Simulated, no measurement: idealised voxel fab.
Process module name: voxel self aligned vias
Pictured: cross-section cut, 205 nm wide, on a grid of 5 nm square cells.
Reading order for cross-sections: top band down to bottom band. Underlying form: a grid of square cells. Band size: one or more rows of cells.
First you get the band's top height and its bottom height, in nm, and then the materials it's made of, left to right, with each width in nm. If you see a single material with "throughout", that one covers the band edge to edge. "air" is empty space.
Note: height 0 marks the level under which the wafer is uniformly one material as received. Lowest band unbounded below, written "from 0 down".
The notation "30..40" denotes a width that varies across the rows of cells in the band, beginning at the first number in the top row, finishing at the second number in the bottom row, and changing by an identical amount from each row to the next.
"no alterations made" (step): cross-section cells unchanged, all of them.
The entry "Fully sealed cavities" lists the empty spaces that cover at least 8 cells and have no open path to the top. Each is written as width x height at distance, where the distance is measured from the left edge and all three values are in nm.
after a step's settings: what the simulator itself notes on the step
Regarding "overlay nm": on a step with a mask, it is the distance the mask lay to the right of its planned place; a negative value places it to the left.
What follows is a series of pairs. Each pair shows a cross-section before one process step and the cross-section after it, and the after view is drawn only down to the lowest band that changed. Beneath each pair is the step that lies between the two, with its settings. Pairs may come from different runs of this module on the same starting wafer, so a pair continues from the one above it only where its entry headed "Geometry before processing" says so.

[Geometry before processing]
	from 0 down  Si throughout
	Fully sealed cavities: none

[Resulting Structure]
	from 10 to 0  SiO2 throughout
	below 0: unchanged
	Fully sealed cavities: none
What was done to get from the before section above to the after section? CONFORMAL_DEP [material SiO2] [thk nm 10]

Geometry before processing: see the after view in the pair directly above.

[Resulting Structure]
	from 15 to 10  SiCN throughout
	below 10: unchanged
	Fully sealed cavities: none
What was done to get from the before section above to the after section? CONFORMAL_DEP [material SiCN] [thk nm 5]

Geometry before processing: see the after view in the pair directly above.

[Resulting Structure]
	from 35 to 15  lowk throughout
	below 15: unchanged
	Fully sealed cavities: none
What was done to get from the before section above to the after section? DIRECTIONAL_DEP [material lowk] [thk nm 20]

Geometry before processing: see the after view in the pair directly above.

[Resulting Structure]
	from 45 to 35  aC throughout
	below 35: unchanged
	Fully sealed cavities: none
What was done to get from the before section above to the after section? DIRECTIONAL_DEP [material aC] [thk nm 10]

Geometry before processing: see the after view in the pair directly above.

[Resulting Structure]
	from 75 to 45  resist 45 nm / air 30 nm / resist 50 nm / air 30 nm / resist 50 nm
	below 45: unchanged
	Fully sealed cavities: none
What was done to get from the before section above to the after section? PATTERN [tone open] [mask id LINES] [material resist] [width nm 30] [pitch nm 80] [thk nm 30] [overlay nm 0]

Geometry before processing: see the after view in the pair directly above.

[Resulting Structure]
	from 65 to 45  resist 45 nm / air 30 nm / resist 50 nm / air 30 nm / resist 50 nm
	from 45 to 35  aC 45 nm / air 30 nm / aC 50 nm / air 30 nm / aC 50 nm
	below 35: unchanged
	Fully sealed cavities: none
What was done to get from the before section above to the after section? DIRECTIONAL_ETCH [etch materials aC] [depth nm 10]

Geometry before processing: see the after view in the pair directly above.

[Resulting Structure]
	from 45 to 35  aC 45 nm / air 30 nm / aC 50 nm / air 30 nm / aC 50 nm
	below 35: unchanged
	Fully sealed cavities: none
What was done to get from the before section above to the after section? STRIP [etch materials resist]

Geometry before processing: see the after view in the pair directly above.

[Resulting Structure]
	from 45 to 35  aC 45 nm / air 30 nm / aC 50 nm / air 30 nm / aC 50 nm
	from 35 to 15  lowk 45 nm / air 30 nm / lowk 50 nm / air 30 nm / lowk 50 nm
	below 15: unchanged
	Fully sealed cavities: none
What was done to get from the before section above to the after section? DIRECTIONAL_ETCH [etch materials lowk] [depth nm 20]

Geometry before processing: see the after view in the pair directly above.

[Resulting Structure]
	from 35 to 15  lowk 45 nm / air 30 nm / lowk 50 nm / air 30 nm / lowk 50 nm
	below 15: unchanged
	Fully sealed cavities: none
What was done to get from the before section above to the after section? STRIP [etch materials aC]

Geometry before processing: see the after view in the pair directly above.

[Resulting Structure]
	from 40 to 35  TiN 50 nm / air 20 nm / TiN 60 nm / air 20 nm / TiN 55 nm
	from 35 to 20  lowk 45 nm / TiN 5 nm / air 20 nm / TiN 5 nm / lowk 50 nm / TiN 5 nm / air 20 nm / TiN 5 nm / lowk 50 nm
	from 20 to 15  lowk 45 nm / TiN 30 nm / lowk 50 nm / TiN 30 nm / lowk 50 nm
	below 15: unchanged
	Fully sealed cavities: none
What was done to get from the before section above to the after section? CONFORMAL_DEP [material TiN] [thk nm 5]

Geometry before processing: see the after view in the pair directly above.

[Resulting Structure]
	from 45 to 40  Ru throughout
	from 40 to 35  TiN 50 nm / Ru 20 nm / TiN 60 nm / Ru 20 nm / TiN 55 nm
	from 35 to 20  lowk 45 nm / TiN 5 nm / Ru 20 nm / TiN 5 nm / lowk 50 nm / TiN 5 nm / Ru 20 nm / TiN 5 nm / lowk 50 nm
	below 20: unchanged
	Fully sealed cavities: none
What was done to get from the before section above to the after section? FILL_DEP [material Ru] [thk nm 5]

Geometry before processing: see the after view in the pair directly above.

[Resulting Structure]
	from 35 to 20  lowk 45 nm / TiN 5 nm / Ru 20 nm / TiN 5 nm / lowk 50 nm / TiN 5 nm / Ru 20 nm / TiN 5 nm / lowk 50 nm
	below 20: unchanged
	Fully sealed cavities: none
What was done to get from the before section above to the after section? CMP [height nm 35]

Geometry before processing: see the after view in the pair directly above.

[Resulting Structure]
	from 35 to 25  lowk 45 nm / air 30 nm / lowk 50 nm / air 30 nm / lowk 50 nm
	below 25: unchanged
	Fully sealed cavities: none
What was done to get from the before section above to the after section? SELECTIVE_ETCH [etch materials W Ru TiN] [depth nm 10]

Geometry before processing: see the after view in the pair directly above.

[Resulting Structure]
	from 45 to 35  SiN throughout
	from 35 to 25  lowk 45 nm / SiN 30 nm / lowk 50 nm / SiN 30 nm / lowk 50 nm
	below 25: unchanged
	Fully sealed cavities: none
What was done to get from the before section above to the after section? FILL_DEP [material SiN] [thk nm 10]

Geometry before processing: see the after view in the pair directly above.

[Resulting Structure]
	from 35 to 25  lowk 45 nm / SiN 30 nm / lowk 50 nm / SiN 30 nm / lowk 50 nm
	below 25: unchanged
	Fully sealed cavities: none
What was done to get from the before section above to the after section? CMP [height nm 35]

Geometry before processing: see the after view in the pair directly above.

[Resulting Structure]
	from 50 to 35  lowk throughout
	below 35: unchanged
	Fully sealed cavities: none
What was done to get from the before section above to the after section? DIRECTIONAL_DEP [material lowk] [thk nm 15]

Geometry before processing: see the after view in the pair directly above.

[Resulting Structure]
	from 60 to 50  aC throughout
	below 50: unchanged
	Fully sealed cavities: none
What was done to get from the before section above to the after section? DIRECTIONAL_DEP [material aC] [thk nm 10]

Geometry before processing: see the after view in the pair directly above.

[Resulting Structure]
	from 90 to 60  resist 35 nm / air 50 nm / resist 120 nm
	below 60: unchanged
	Fully sealed cavities: none
What was done to get from the before section above to the after section? PATTERN [tone open] [mask id VIAS] [material resist] [width nm 50] [thk nm 30] [overlay nm 0]

Geometry before processing: see the after view in the pair directly above.

[Resulting Structure]
	from 80 to 60  resist 35 nm / air 50 nm / resist 120 nm
	from 60 to 50  aC 35 nm / air 50 nm / aC 120 nm
	below 50: unchanged
	Fully sealed cavities: none
What was done to get from the before section above to the after section? DIRECTIONAL_ETCH [etch materials aC] [depth nm 10]

Geometry before processing: see the after view in the pair directly above.

[Resulting Structure]
	from 60 to 50  aC 35 nm / air 50 nm / aC 120 nm
	below 50: unchanged
	Fully sealed cavities: none
What was done to get from the before section above to the after section? STRIP [etch materials resist]

Geometry before processing: see the after view in the pair directly above.

[Resulting Structure]
	from 60 to 50  aC 35 nm / air 50 nm / aC 120 nm
	from 50 to 35  lowk 35 nm / air 50 nm / lowk 120 nm
	below 35: unchanged
	Fully sealed cavities: none
What was done to get from the before section above to the after section? DIRECTIONAL_ETCH [etch materials lowk] [depth nm 15]

Geometry before processing: see the after view in the pair directly above.

[Resulting Structure]
	from 60 to 50  aC 35 nm / air 50 nm / aC 120 nm
	from 50 to 35  lowk 35 nm / air 50 nm / lowk 120 nm
	from 35 to 25  lowk 45 nm / air 30 nm / lowk 50 nm / SiN 30 nm / lowk 50 nm
	below 25: unchanged
	Fully sealed cavities: none
What was done to get from the before section above to the after section? DIRECTIONAL_ETCH [etch materials SiN] [depth nm 10]

Geometry before processing: see the after view in the pair directly above.

[Resulting Structure]
	from 50 to 35  lowk 35 nm / air 50 nm / lowk 120 nm
	below 35: unchanged
	Fully sealed cavities: none
What was done to get from the before section above to the after section? STRIP [etch materials aC]

Geometry before processing: see the after view in the pair directly above.

[Resulting Structure]
	from 55 to 50  TiN 40 nm / air 40 nm / TiN 125 nm
	from 50 to 40  lowk 35 nm / TiN 5 nm / air 40 nm / TiN 5 nm / lowk 120 nm
	from 40 to 35  lowk 35 nm / TiN 15 nm / air 20 nm / TiN 15 nm / lowk 120 nm
	from 35 to 30  lowk 45 nm / TiN 5 nm / air 20 nm / TiN 5 nm / lowk 50 nm / SiN 30 nm / lowk 50 nm
	from 30 to 25  lowk 45 nm / TiN 30 nm / lowk 50 nm / SiN 30 nm / lowk 50 nm
	below 25: unchanged
	Fully sealed cavities: none
What was done to get from the before section above to the after section? CONFORMAL_DEP [material TiN] [thk nm 5]

Geometry before processing: see the after view in the pair directly above.

[Resulting Structure]
	from 65 to 55  W throughout
	from 55 to 50  TiN 40 nm / W 40 nm / TiN 125 nm
	from 50 to 40  lowk 35 nm / TiN 5 nm / W 40 nm / TiN 5 nm / lowk 120 nm
	from 40 to 35  lowk 35 nm / TiN 15 nm / W 20 nm / TiN 15 nm / lowk 120 nm
	from 35 to 30  lowk 45 nm / TiN 5 nm / W 20 nm / TiN 5 nm / lowk 50 nm / SiN 30 nm / lowk 50 nm
	below 30: unchanged
	Fully sealed cavities: none
What was done to get from the before section above to the after section? FILL_DEP [material W] [thk nm 10]

Geometry before processing: see the after view in the pair directly above.

[Resulting Structure]
	from 50 to 40  lowk 35 nm / TiN 5 nm / W 40 nm / TiN 5 nm / lowk 120 nm
	below 40: unchanged
	Fully sealed cavities: none
What was done to get from the before section above to the after section? CMP [height nm 50]

Geometry before processing: see the after view in the pair directly above.

[Resulting Structure]
	from 55 to 50  SiN throughout
	below 50: unchanged
	Fully sealed cavities: none
What was done to get from the before section above to the after section? CONFORMAL_DEP [material SiN] [thk nm 5]

[Geometry before processing]
	from 0 down  Si throughout
	Fully sealed cavities: none

[Resulting Structure]
	from 5 to 0  SiCN throughout
	below 0: unchanged
	Fully sealed cavities: none
What was done to get from the before section above to the after section? CONFORMAL_DEP [material SiCN] [thk nm 5]

Geometry before processing: see the after view in the pair directly above.

[Resulting Structure]
	from 25 to 5  lowk throughout
	below 5: unchanged
	Fully sealed cavities: none
What was done to get from the before section above to the after section? DIRECTIONAL_DEP [material lowk] [thk nm 20]

Geometry before processing: see the after view in the pair directly above.

[Resulting Structure]
	from 35 to 25  aC throughout
	below 25: unchanged
	Fully sealed cavities: none
What was done to get from the before section above to the after section? DIRECTIONAL_DEP [material aC] [thk nm 10]

Geometry before processing: see the after view in the pair directly above.

[Resulting Structure]
	from 65 to 35  resist 45 nm / air 30 nm / resist 50 nm / air 30 nm / resist 50 nm
	below 35: unchanged
	Fully sealed cavities: none
What was done to get from the before section above to the after section? PATTERN [tone open] [mask id LINES] [material resist] [width nm 30] [pitch nm 80] [thk nm 30] [overlay nm 0]

Geometry before processing: see the after view in the pair directly above.

[Resulting Structure]
	from 55 to 35  resist 45 nm / air 30 nm / resist 50 nm / air 30 nm / resist 50 nm
	from 35 to 25  aC 45 nm / air 30 nm / aC 50 nm / air 30 nm / aC 50 nm
	below 25: unchanged
	Fully sealed cavities: none
What was done to get from the before section above to the after section? DIRECTIONAL_ETCH [etch materials aC] [depth nm 10]

Geometry before processing: see the after view in the pair directly above.

[Resulting Structure]
	from 35 to 25  aC 45 nm / air 30 nm / aC 50 nm / air 30 nm / aC 50 nm
	below 25: unchanged
	Fully sealed cavities: none
What was done to get from the before section above to the after section? STRIP [etch materials resist]

Geometry before processing: see the after view in the pair directly above.

[Resulting Structure]
	from 35 to 25  aC 45 nm / air 30 nm / aC 50 nm / air 30 nm / aC 50 nm
	from 25 to 5  lowk 45 nm / air 30 nm / lowk 50 nm / air 30 nm / lowk 50 nm
	below 5: unchanged
	Fully sealed cavities: none
What was done to get from the before section above to the after section? DIRECTIONAL_ETCH [etch materials lowk] [depth nm 20]

Geometry before processing: see the after view in the pair directly above.

[Resulting Structure]
	from 25 to 5  lowk 45 nm / air 30 nm / lowk 50 nm / air 30 nm / lowk 50 nm
	below 5: unchanged
	Fully sealed cavities: none
What was done to get from the before section above to the after section? STRIP [etch materials aC]

Geometry before processing: see the after view in the pair directly above.

[Resulting Structure]
	from 30 to 25  TiN 50 nm / air 20 nm / TiN 60 nm / air 20 nm / TiN 55 nm
	from 25 to 10  lowk 45 nm / TiN 5 nm / air 20 nm / TiN 5 nm / lowk 50 nm / TiN 5 nm / air 20 nm / TiN 5 nm / lowk 50 nm
	from 10 to 5  lowk 45 nm / TiN 30 nm / lowk 50 nm / TiN 30 nm / lowk 50 nm
	below 5: unchanged
	Fully sealed cavities: none
What was done to get from the before section above to the after section? CONFORMAL_DEP [material TiN] [thk nm 5]

Geometry before processing: see the after view in the pair directly above.

[Resulting Structure]
	from 35 to 30  Ru throughout
	from 30 to 25  TiN 50 nm / Ru 20 nm / TiN 60 nm / Ru 20 nm / TiN 55 nm
	from 25 to 10  lowk 45 nm / TiN 5 nm / Ru 20 nm / TiN 5 nm / lowk 50 nm / TiN 5 nm / Ru 20 nm / TiN 5 nm / lowk 50 nm
	below 10: unchanged
	Fully sealed cavities: none
What was done to get from the before section above to the after section? FILL_DEP [material Ru] [thk nm 5]

Geometry before processing: see the after view in the pair directly above.

[Resulting Structure]
	from 25 to 10  lowk 45 nm / TiN 5 nm / Ru 20 nm / TiN 5 nm / lowk 50 nm / TiN 5 nm / Ru 20 nm / TiN 5 nm / lowk 50 nm
	below 10: unchanged
	Fully sealed cavities: none
What was done to get from the before section above to the after section? SELECTIVE_ETCH [etch materials W Ru TiN] [depth nm 10]

Geometry before processing: see the after view in the pair directly above.

[Resulting Structure]
	from 35 to 25  SiN throughout
	below 25: unchanged
	Fully sealed cavities: none
What was done to get from the before section above to the after section? FILL_DEP [material SiN] [thk nm 10]

Geometry before processing: see the after view in the pair directly above.

[Resulting Structure]
	from 50 to 35  lowk throughout
	below 35: unchanged
	Fully sealed cavities: none
What was done to get from the before section above to the after section? DIRECTIONAL_DEP [material lowk] [thk nm 15]

Geometry before processing: see the after view in the pair directly above.

[Resulting Structure]
	from 60 to 50  aC throughout
	below 50: unchanged
	Fully sealed cavities: none
What was done to get from the before section above to the after section? DIRECTIONAL_DEP [material aC] [thk nm 10]

Geometry before processing: see the after view in the pair directly above.

[Resulting Structure]
	from 90 to 60  resist 35 nm / air 50 nm / resist 120 nm
	below 60: unchanged
	Fully sealed cavities: none
What was done to get from the before section above to the after section? PATTERN [tone open] [mask id VIAS] [material resist] [width nm 50] [thk nm 30] [overlay nm 0]

Geometry before processing: see the after view in the pair directly above.

[Resulting Structure]
	from 80 to 60  resist 35 nm / air 50 nm / resist 120 nm
	from 60 to 50  aC 35 nm / air 50 nm / aC 120 nm
	below 50: unchanged
	Fully sealed cavities: none
What was done to get from the before section above to the after section? DIRECTIONAL_ETCH [etch materials aC] [depth nm 10]

Geometry before processing: see the after view in the pair directly above.

[Resulting Structure]
	from 60 to 50  aC 35 nm / air 50 nm / aC 120 nm
	below 50: unchanged
	Fully sealed cavities: none
What was done to get from the before section above to the after section? STRIP [etch materials resist]

Geometry before processing: see the after view in the pair directly above.

[Resulting Structure]
	from 60 to 50  aC 35 nm / air 50 nm / aC 120 nm
	from 50 to 35  lowk 35 nm / air 50 nm / lowk 120 nm
	below 35: unchanged
	Fully sealed cavities: none
What was done to get from the before section above to the after section? DIRECTIONAL_ETCH [etch materials lowk] [depth nm 15]

Geometry before processing: see the after view in the pair directly above.

[Resulting Structure]
	from 60 to 50  aC 35 nm / air 50 nm / aC 120 nm
	from 50 to 35  lowk 35 nm / air 50 nm / lowk 120 nm
	from 35 to 25  SiN 35 nm / air 50 nm / SiN 120 nm
	below 25: unchanged
	Fully sealed cavities: none
What was done to get from the before section above to the after section? DIRECTIONAL_ETCH [etch materials SiN] [depth nm 10]

Geometry before processing: see the after view in the pair directly above.

[Resulting Structure]
	from 50 to 35  lowk 35 nm / air 50 nm / lowk 120 nm
	below 35: unchanged
	Fully sealed cavities: none
What was done to get from the before section above to the after section? STRIP [etch materials aC]

Geometry before processing: see the after view in the pair directly above.

[Resulting Structure]
	from 55 to 50  TiN 40 nm / air 40 nm / TiN 125 nm
	from 50 to 35  lowk 35 nm / TiN 5 nm / air 40 nm / TiN 5 nm / lowk 120 nm
	from 35 to 30  SiN 35 nm / TiN 5 nm / air 40 nm / TiN 5 nm / SiN 120 nm
	from 30 to 25  SiN 35 nm / TiN 50 nm / SiN 120 nm
	below 25: unchanged
	Fully sealed cavities: none
What was done to get from the before section above to the after section? CONFORMAL_DEP [material TiN] [thk nm 5]

Geometry before processing: see the after view in the pair directly above.

[Resulting Structure]
	from 65 to 55  W throughout
	from 55 to 50  TiN 40 nm / W 40 nm / TiN 125 nm
	from 50 to 35  lowk 35 nm / TiN 5 nm / W 40 nm / TiN 5 nm / lowk 120 nm
	from 35 to 30  SiN 35 nm / TiN 5 nm / W 40 nm / TiN 5 nm / SiN 120 nm
	below 30: unchanged
	Fully sealed cavities: none
What was done to get from the before section above to the after section? FILL_DEP [material W] [thk nm 10]

Geometry before processing: see the after view in the pair directly above.

[Resulting Structure]
	from 50 to 35  lowk 35 nm / TiN 5 nm / W 40 nm / TiN 5 nm / lowk 120 nm
	below 35: unchanged
	Fully sealed cavities: none
What was done to get from the before section above to the after section? CMP [height nm 50]

Geometry before processing: see the after view in the pair directly above.

[Resulting Structure]
	from 55 to 50  SiN throughout
	below 50: unchanged
	Fully sealed cavities: none
What was done to get from the before section above to the after section? CONFORMAL_DEP [material SiN] [thk nm 5]

[Geometry before processing]
	from 60 to 50  aC 35 nm / air 50 nm / aC 120 nm
	from 50 to 35  lowk 35 nm / air 50 nm / lowk 120 nm
	from 35 to 25  lowk 45 nm / SiN 30 nm / lowk 50 nm / SiN 30 nm / lowk 50 nm
	from 25 to 20  lowk 45 nm / TiN 5 nm / Ru 20 nm / TiN 5 nm / lowk 50 nm / TiN 5 nm / Ru 20 nm / TiN 5 nm / lowk 50 nm
	from 20 to 15  lowk 45 nm / TiN 30 nm / lowk 50 nm / TiN 30 nm / lowk 50 nm
	from 15 to 10  SiCN throughout
	from 10 to 0  SiO2 throughout
	from 0 down  Si throughout
	Fully sealed cavities: none

[Resulting Structure]
	from 60 to 50  aC 35 nm / air 50 nm / aC 120 nm
	from 50 to 35  lowk 35 nm / air 50 nm / lowk 120 nm
	from 35 to 25  lowk 35 nm / air 10 nm / SiN 30 nm / air 10 nm / lowk 40 nm / SiN 30 nm / lowk 50 nm
	from 25 to 20  lowk 35 nm / air 10 nm / TiN 5 nm / Ru 20 nm / TiN 5 nm / air 10 nm / lowk 40 nm / TiN 5 nm / Ru 20 nm / TiN 5 nm / lowk 50 nm
	below 20: unchanged
	Fully sealed cavities: none
What was done to get from the before section above to the after section? DIRECTIONAL_ETCH [etch materials lowk] [depth nm 15]

Geometry before processing: see the after view in the pair directly above.

[Resulting Structure]
	from 60 to 50  aC 35 nm / air 50 nm / aC 120 nm
	from 50 to 35  lowk 35 nm / air 50 nm / lowk 120 nm
	from 35 to 25  lowk 35 nm / air 50 nm / lowk 40 nm / SiN 30 nm / lowk 50 nm
	below 25: unchanged
	Fully sealed cavities: none
What was done to get from the before section above to the after section? DIRECTIONAL_ETCH [etch materials SiN] [depth nm 10]

Geometry before processing: see the after view in the pair directly above.

[Resulting Structure]
	from 50 to 35  lowk 35 nm / air 50 nm / lowk 120 nm
	below 35: unchanged
	Fully sealed cavities: none
What was done to get from the before section above to the after section? STRIP [etch materials aC]

Geometry before processing: see the after view in the pair directly above.

[Resulting Structure]
	from 55 to 50  TiN 40 nm / air 40 nm / TiN 125 nm
	from 50 to 35  lowk 35 nm / TiN 5 nm / air 40 nm / TiN 5 nm / lowk 120 nm
	from 35 to 30  lowk 35 nm / TiN 5 nm / air 40 nm / TiN 5 nm / lowk 40 nm / SiN 30 nm / lowk 50 nm
	from 30 to 25  lowk 35 nm / TiN 50 nm / lowk 40 nm / SiN 30 nm / lowk 50 nm
	from 25 to 20  lowk 35 nm / TiN 15 nm / Ru 20 nm / TiN 15 nm / lowk 40 nm / TiN 5 nm / Ru 20 nm / TiN 5 nm / lowk 50 nm
	below 20: unchanged
	Fully sealed cavities: none
What was done to get from the before section above to the after section? CONFORMAL_DEP [material TiN] [thk nm 5]

Geometry before processing: see the after view in the pair directly above.

[Resulting Structure]
	from 65 to 55  W throughout
	from 55 to 50  TiN 40 nm / W 40 nm / TiN 125 nm
	from 50 to 35  lowk 35 nm / TiN 5 nm / W 40 nm / TiN 5 nm / lowk 120 nm
	from 35 to 30  lowk 35 nm / TiN 5 nm / W 40 nm / TiN 5 nm / lowk 40 nm / SiN 30 nm / lowk 50 nm
	below 30: unchanged
	Fully sealed cavities: none
What was done to get from the before section above to the after section? FILL_DEP [material W] [thk nm 10]

Geometry before processing: see the after view in the pair directly above.

[Resulting Structure]
	from 50 to 35  lowk 35 nm / TiN 5 nm / W 40 nm / TiN 5 nm / lowk 120 nm
	below 35: unchanged
	Fully sealed cavities: none
What was done to get from the before section above to the after section? CMP [height nm 50]

Geometry before processing: see the after view in the pair directly above.

[Resulting Structure]
	from 55 to 50  SiN throughout
	below 50: unchanged
	Fully sealed cavities: none
What was done to get from the before section above to the after section? CONFORMAL_DEP [material SiN] [thk nm 5]

[Geometry before processing]
	from 10 to 0  SiO2 throughout
	from 0 down  Si throughout
	Fully sealed cavities: none

[Resulting Structure]
	from 30 to 10  lowk throughout
	below 10: unchanged
	Fully sealed cavities: none
What was done to get from the before section above to the after section? DIRECTIONAL_DEP [material lowk] [thk nm 20]

Geometry before processing: see the after view in the pair directly above.

[Resulting Structure]
	from 35 to 30  SiCN throughout
	below 30: unchanged
	Fully sealed cavities: none
What was done to get from the before section above to the after section? CONFORMAL_DEP [material SiCN] [thk nm 5]

Geometry before processing: see the after view in the pair directly above.

[Resulting Structure]
	from 45 to 35  aC throughout
	below 35: unchanged
	Fully sealed cavities: none
What was done to get from the before section above to the after section? DIRECTIONAL_DEP [material aC] [thk nm 10]

Geometry before processing: see the after view in the pair directly above.

[Resulting Structure]
	from 75 to 45  resist 45 nm / air 30 nm / resist 50 nm / air 30 nm / resist 50 nm
	below 45: unchanged
	Fully sealed cavities: none
What was done to get from the before section above to the after section? PATTERN [tone open] [mask id LINES] [material resist] [width nm 30] [pitch nm 80] [thk nm 30] [overlay nm 0]

Geometry before processing: see the after view in the pair directly above.

[Resulting Structure]
	from 65 to 45  resist 45 nm / air 30 nm / resist 50 nm / air 30 nm / resist 50 nm
	from 45 to 35  aC 45 nm / air 30 nm / aC 50 nm / air 30 nm / aC 50 nm
	below 35: unchanged
	Fully sealed cavities: none
What was done to get from the before section above to the after section? DIRECTIONAL_ETCH [etch materials aC] [depth nm 10]

Geometry before processing: see the after view in the pair directly above.

[Resulting Structure]
	from 45 to 35  aC 45 nm / air 30 nm / aC 50 nm / air 30 nm / aC 50 nm
	below 35: unchanged
	Fully sealed cavities: none
What was done to get from the before section above to the after section? STRIP [etch materials resist]

Geometry before processing: see the after view in the pair directly above.

[Resulting Structure]
	from 35 to 30  SiCN throughout
	below 30: unchanged
	Fully sealed cavities: none
What was done to get from the before section above to the after section? STRIP [etch materials aC]

Geometry before processing: see the after view in the pair directly above.

[Resulting Structure]
	from 40 to 35  TiN throughout
	below 35: unchanged
	Fully sealed cavities: none
What was done to get from the before section above to the after section? CONFORMAL_DEP [material TiN] [thk nm 5]

Geometry before processing: see the after view in the pair directly above.

[Resulting Structure]
	from 45 to 40  Ru throughout
	below 40: unchanged
	Fully sealed cavities: none
What was done to get from the before section above to the after section? FILL_DEP [material Ru] [thk nm 5]

Geometry before processing: see the after view in the pair directly above.

[Resulting Structure]
	from 35 to 30  SiCN throughout
	below 30: unchanged
	Fully sealed cavities: none
What was done to get from the before section above to the after section? CMP [height nm 35]

Geometry before processing: see the after view in the pair directly above.

[Resulting Structure]
	from 45 to 35  SiN throughout
	below 35: unchanged
	Fully sealed cavities: none
What was done to get from the before section above to the after section? FILL_DEP [material SiN] [thk nm 10]

Geometry before processing: see the after view in the pair directly above.

[Resulting Structure]
	from 35 to 30  SiCN throughout
	below 30: unchanged
	Fully sealed cavities: none
What was done to get from the before section above to the after section? CMP [height nm 35]

Geometry before processing: see the after view in the pair directly above.

[Resulting Structure]
	from 50 to 35  lowk throughout
	below 35: unchanged
	Fully sealed cavities: none
What was done to get from the before section above to the after section? DIRECTIONAL_DEP [material lowk] [thk nm 15]

Geometry before processing: see the after view in the pair directly above.

[Resulting Structure]
	from 60 to 50  aC throughout
	below 50: unchanged
	Fully sealed cavities: none
What was done to get from the before section above to the after section? DIRECTIONAL_DEP [material aC] [thk nm 10]

Geometry before processing: see the after view in the pair directly above.

[Resulting Structure]
	from 90 to 60  resist 35 nm / air 50 nm / resist 120 nm
	below 60: unchanged
	Fully sealed cavities: none
What was done to get from the before section above to the after section? PATTERN [tone open] [mask id VIAS] [material resist] [width nm 50] [thk nm 30] [overlay nm 0]

Geometry before processing: see the after view in the pair directly above.

[Resulting Structure]
	from 80 to 60  resist 35 nm / air 50 nm / resist 120 nm
	from 60 to 50  aC 35 nm / air 50 nm / aC 120 nm
	below 50: unchanged
	Fully sealed cavities: none
What was done to get from the before section above to the after section? DIRECTIONAL_ETCH [etch materials aC] [depth nm 10]

Geometry before processing: see the after view in the pair directly above.

[Resulting Structure]
	from 60 to 50  aC 35 nm / air 50 nm / aC 120 nm
	below 50: unchanged
	Fully sealed cavities: none
What was done to get from the before section above to the after section? STRIP [etch materials resist]

Geometry before processing: see the after view in the pair directly above.

[Resulting Structure]
	from 60 to 50  aC 35 nm / air 50 nm / aC 120 nm
	from 50 to 35  lowk 35 nm / air 50 nm / lowk 120 nm
	below 35: unchanged
	Fully sealed cavities: none
What was done to get from the before section above to the after section? DIRECTIONAL_ETCH [etch materials lowk] [depth nm 15]

Geometry before processing: see the after view in the pair directly above.

[Resulting Structure]
	from 50 to 35  lowk 35 nm / air 50 nm / lowk 120 nm
	below 35: unchanged
	Fully sealed cavities: none
What was done to get from the before section above to the after section? STRIP [etch materials aC]

Geometry before processing: see the after view in the pair directly above.

[Resulting Structure]
	from 55 to 50  TiN 40 nm / air 40 nm / TiN 125 nm
	from 50 to 40  lowk 35 nm / TiN 5 nm / air 40 nm / TiN 5 nm / lowk 120 nm
	from 40 to 35  lowk 35 nm / TiN 50 nm / lowk 120 nm
	below 35: unchanged
	Fully sealed cavities: none
What was done to get from the before section above to the after section? CONFORMAL_DEP [material TiN] [thk nm 5]

Geometry before processing: see the after view in the pair directly above.

[Resulting Structure]
	from 65 to 55  W throughout
	from 55 to 50  TiN 40 nm / W 40 nm / TiN 125 nm
	from 50 to 40  lowk 35 nm / TiN 5 nm / W 40 nm / TiN 5 nm / lowk 120 nm
	below 40: unchanged
	Fully sealed cavities: none
What was done to get from the before section above to the after section? FILL_DEP [material W] [thk nm 10]

Geometry before processing: see the after view in the pair directly above.

[Resulting Structure]
	from 50 to 40  lowk 35 nm / TiN 5 nm / W 40 nm / TiN 5 nm / lowk 120 nm
	below 40: unchanged
	Fully sealed cavities: none
What was done to get from the before section above to the after section? CMP [height nm 50]

Geometry before processing: see the after view in the pair directly above.

[Resulting Structure]
	from 55 to 50  SiN throughout
	below 50: unchanged
	Fully sealed cavities: none
What was done to get from the before section above to the after section? CONFORMAL_DEP [material SiN] [thk nm 5]

[Geometry before processing]
	from 35 to 25  lowk 45 nm / SiN 30 nm / lowk 50 nm / SiN 30 nm / lowk 50 nm
	from 25 to 20  lowk 45 nm / TiN 5 nm / Ru 20 nm / TiN 5 nm / lowk 50 nm / TiN 5 nm / Ru 20 nm / TiN 5 nm / lowk 50 nm
	from 20 to 15  lowk 45 nm / TiN 30 nm / lowk 50 nm / TiN 30 nm / lowk 50 nm
	from 15 to 10  SiCN throughout
	from 10 to 0  SiO2 throughout
	from 0 down  Si throughout
	Fully sealed cavities: none

[Resulting Structure]
	from 45 to 35  lowk throughout
	below 35: unchanged
	Fully sealed cavities: none
What was done to get from the before section above to the after section? DIRECTIONAL_DEP [material lowk] [thk nm 10]

Geometry before processing: see the after view in the pair directly above.

[Resulting Structure]
	from 55 to 45  aC throughout
	below 45: unchanged
	Fully sealed cavities: none
What was done to get from the before section above to the after section? DIRECTIONAL_DEP [material aC] [thk nm 10]

Geometry before processing: see the after view in the pair directly above.

[Resulting Structure]
	from 85 to 55  resist 35 nm / air 50 nm / resist 120 nm
	below 55: unchanged
	Fully sealed cavities: none
What was done to get from the before section above to the after section? PATTERN [tone open] [mask id VIAS] [material resist] [width nm 50] [thk nm 30] [overlay nm 0]

Geometry before processing: see the after view in the pair directly above.

[Resulting Structure]
	from 75 to 55  resist 35 nm / air 50 nm / resist 120 nm
	from 55 to 45  aC 35 nm / air 50 nm / aC 120 nm
	below 45: unchanged
	Fully sealed cavities: none
What was done to get from the before section above to the after section? DIRECTIONAL_ETCH [etch materials aC] [depth nm 10]

Geometry before processing: see the after view in the pair directly above.

[Resulting Structure]
	from 55 to 45  aC 35 nm / air 50 nm / aC 120 nm
	below 45: unchanged
	Fully sealed cavities: none
What was done to get from the before section above to the after section? STRIP [etch materials resist]

Geometry before processing: see the after view in the pair directly above.

[Resulting Structure]
	from 55 to 45  aC 35 nm / air 50 nm / aC 120 nm
	from 45 to 35  lowk 35 nm / air 50 nm / lowk 120 nm
	from 35 to 30  lowk 35 nm / air 10 nm / SiN 30 nm / air 10 nm / lowk 40 nm / SiN 30 nm / lowk 50 nm
	below 30: unchanged
	Fully sealed cavities: none
What was done to get from the before section above to the after section? DIRECTIONAL_ETCH [etch materials lowk] [depth nm 15]
